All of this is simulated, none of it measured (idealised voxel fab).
process module | voxel self aligned vias
Section cut is 225 nm wide and gridded with 5 nm square cells.
A cross-section is written here as square cells arranged in a grid, and it is given in bands from the top down, each band taking up one or more rows of cells.
Top, bottom (nm), then materials left to right with widths (nm); lone material tagged "full width" fills the whole band edge to edge; "air" = empty space.
Heights from 0 (as-received wafer is one material below). Bottom band endless downward, as "from 0 down".
A width given as "30->40" starts at the first number in the band's top row and ends at the second number in its bottom row, shifting by an equal amount at every step from row to row.
You'll sometimes find "same as before" written for a step, and that's the way of saying that nowhere in the cross-section did a cell change during that step.
Empty spaces without an open route to the top, at least 8 cells in extent, make up the entry "Closed internal voids"; each is given as width x height at distance, where the distance is measured from the left edge, and all are in nm.
Formally, on a step line, whatever follows the settings is a remark that the simulator itself makes on the step.
For masked steps, "overlay nm" on the step line gives how far right of plan the mask actually lay; a minus sign means it lay to the left.

[So here's the lineup of process steps we planned]
1) RECEIVE, material Si
2) CONFORMAL_DEP, material SiO2, thk nm 15
3) CONFORMAL_DEP, material SiCN, thk nm 5
4) DIRECTIONAL_DEP, material lowk, thk nm 30
5) PATTERN, tone open, mask id LINES, material resist, width nm 25, pitch nm 65, thk nm 20, overlay nm 0
6) DIRECTIONAL_ETCH, etch materials lowk, depth nm 30
7) STRIP, etch materials resist
8) CONFORMAL_DEP, material TiN, thk nm 5
9) FILL_DEP, material Ru, thk nm 10
10) CMP, height nm 50
11) SELECTIVE_ETCH, etch materials W Ru TiN, depth nm 10
12) FILL_DEP, material SiN, thk nm 10
13) CMP, height nm 50
14) DIRECTIONAL_DEP, material lowk, thk nm 15
15) MASKED_ETCH, tone open, mask id VIAS, width nm 35, pitch nm 65, etch materials lowk, depth nm 15, overlay nm 0
16) MASKED_ETCH, tone open, mask id VIAS, width nm 35, pitch nm 65, etch materials SiN, depth nm 10, overlay nm 0
17) CONFORMAL_DEP, material TiN, thk nm 5
18) FILL_DEP, material Ru, thk nm 10
19) CMP, height nm 65
20) CONFORMAL_DEP, material SiCN, thk nm 5

[The following pertains to the first of two wafers, which was processed as planned]

[So this is the incoming wafer in cross-section - it's already been through step 1]
- from 0 down | Si full width
- Closed internal voids: none

[So this is the wafer cross-section right after step 2]
- from 15 to 0 | SiO2 full width
- Whatever lies below 0 is exactly as it was before.

[So this is the wafer cross-section right after step 3]
- from 20 to 15 | SiCN full width
- Whatever lies below 15 is exactly as it was before.

[So this is the wafer cross-section right after step 4]
- from 50 to 20 | lowk full width
- Whatever lies below 20 is exactly as it was before.

[So this is the wafer cross-section right after step 5]
- from 70 to 50 | 65 of resist, then 25 of air, then 40 of resist, then 25 of air, then 70 of resist
- Whatever lies below 50 is exactly as it was before.

[So this is the wafer cross-section right after step 6]
- from 70 to 50 | 65 of resist, then 25 of air, then 40 of resist, then 25 of air, then 70 of resist
- from 50 to 20 | 65 of lowk, then 25 of air, then 40 of lowk, then 25 of air, then 70 of lowk
- Whatever lies below 20 is exactly as it was before.

[So this is the wafer cross-section right after step 7]
- from 50 to 20 | 65 of lowk, then 25 of air, then 40 of lowk, then 25 of air, then 70 of lowk
- Whatever lies below 20 is exactly as it was before.

[So this is the wafer cross-section right after step 8]
- from 55 to 50 | 70 of TiN, then 15 of air, then 50 of TiN, then 15 of air, then 75 of TiN
- from 50 to 25 | 65 of lowk, then 5 of TiN, then 15 of air, then 5 of TiN, then 40 of lowk, then 5 of TiN, then 15 of air, then 5 of TiN, then 70 of lowk
- from 25 to 20 | 65 of lowk, then 25 of TiN, then 40 of lowk, then 25 of TiN, then 70 of lowk
- Whatever lies below 20 is exactly as it was before.

[So this is the wafer cross-section right after step 9]
- from 65 to 55 | Ru full width
- from 55 to 50 | 70 of TiN, then 15 of Ru, then 50 of TiN, then 15 of Ru, then 75 of TiN
- from 50 to 25 | 65 of lowk, then 5 of TiN, then 15 of Ru, then 5 of TiN, then 40 of lowk, then 5 of TiN, then 15 of Ru, then 5 of TiN, then 70 of lowk
- Whatever lies below 25 is exactly as it was before.

[So this is the wafer cross-section right after step 10]
- from 50 to 25 | 65 of lowk, then 5 of TiN, then 15 of Ru, then 5 of TiN, then 40 of lowk, then 5 of TiN, then 15 of Ru, then 5 of TiN, then 70 of lowk
- Whatever lies below 25 is exactly as it was before.

[So this is the wafer cross-section right after step 11]
- from 50 to 40 | 65 of lowk, then 25 of air, then 40 of lowk, then 25 of air, then 70 of lowk
- Whatever lies below 40 is exactly as it was before.

[So this is the wafer cross-section right after step 12]
- from 60 to 50 | SiN full width
- from 50 to 40 | 65 of lowk, then 25 of SiN, then 40 of lowk, then 25 of SiN, then 70 of lowk
- Whatever lies below 40 is exactly as it was before.

[So this is the wafer cross-section right after step 13]
- from 50 to 40 | 65 of lowk, then 25 of SiN, then 40 of lowk, then 25 of SiN, then 70 of lowk
- Whatever lies below 40 is exactly as it was before.

[So this is the wafer cross-section right after step 14]
- from 65 to 50 | lowk full width
- Whatever lies below 50 is exactly as it was before.

[So this is the wafer cross-section right after step 15]
- from 65 to 50 | 60 of lowk, then 35 of air, then 30 of lowk, then 35 of air, then 65 of lowk
- Whatever lies below 50 is exactly as it was before.

[So this is the wafer cross-section right after step 16]
- from 65 to 50 | 60 of lowk, then 35 of air, then 30 of lowk, then 35 of air, then 65 of lowk
- from 50 to 40 | 65 of lowk, then 25 of air, then 40 of lowk, then 25 of air, then 70 of lowk
- Whatever lies below 40 is exactly as it was before.

[So this is the wafer cross-section right after step 17]
- from 70 to 65 | 65 of TiN, then 25 of air, then 40 of TiN, then 25 of air, then 70 of TiN
- from 65 to 55 | 60 of lowk, then 5 of TiN, then 25 of air, then 5 of TiN, then 30 of lowk, then 5 of TiN, then 25 of air, then 5 of TiN, then 65 of lowk
- from 55 to 45 | 60->65 of lowk, then 10->5 of TiN, then 15 of air, then 10->5 of TiN, then 30->40 of lowk, then 10->5 of TiN, then 15 of air, then 10->5 of TiN, then 65->70 of lowk
- from 45 to 40 | 65 of lowk, then 25 of TiN, then 40 of lowk, then 25 of TiN, then 70 of lowk
- Whatever lies below 40 is exactly as it was before.

[So this is the wafer cross-section right after step 18]
- from 80 to 70 | Ru full width
- from 70 to 65 | 65 of TiN, then 25 of Ru, then 40 of TiN, then 25 of Ru, then 70 of TiN
- from 65 to 55 | 60 of lowk, then 5 of TiN, then 25 of Ru, then 5 of TiN, then 30 of lowk, then 5 of TiN, then 25 of Ru, then 5 of TiN, then 65 of lowk
- from 55 to 45 | 60->65 of lowk, then 10->5 of TiN, then 15 of Ru, then 10->5 of TiN, then 30->40 of lowk, then 10->5 of TiN, then 15 of Ru, then 10->5 of TiN, then 65->70 of lowk
- Whatever lies below 45 is exactly as it was before.

[So this is the wafer cross-section right after step 19]
- from 65 to 55 | 60 of lowk, then 5 of TiN, then 25 of Ru, then 5 of TiN, then 30 of lowk, then 5 of TiN, then 25 of Ru, then 5 of TiN, then 65 of lowk
- Whatever lies below 55 is exactly as it was before.

[So this is the wafer cross-section right after step 20]
- from 70 to 65 | SiCN full width
- Whatever lies below 65 is exactly as it was before.

[Second wafer, same starting conditions and recipe as the first, one mistake in executing it, nothing differs from the first up to and including step 18]

[The second wafer in cross-section, at the planned close of step 19]
- from 70 to 65 | 65 of TiN, then 25 of Ru, then 40 of TiN, then 25 of Ru, then 70 of TiN
- Whatever lies below 65 is exactly as it was before.

[The second wafer in cross-section, at the planned close of step 20]
- from 75 to 70 | SiCN full width
- Whatever lies below 70 is exactly as it was before.
The mistake made against the process plan was this: step 19 ran differently from the plan; actual operation with settings: CMP, height nm 70
Cell-count delta at end, second wafer over first, by material: Ru +10 | TiN +35
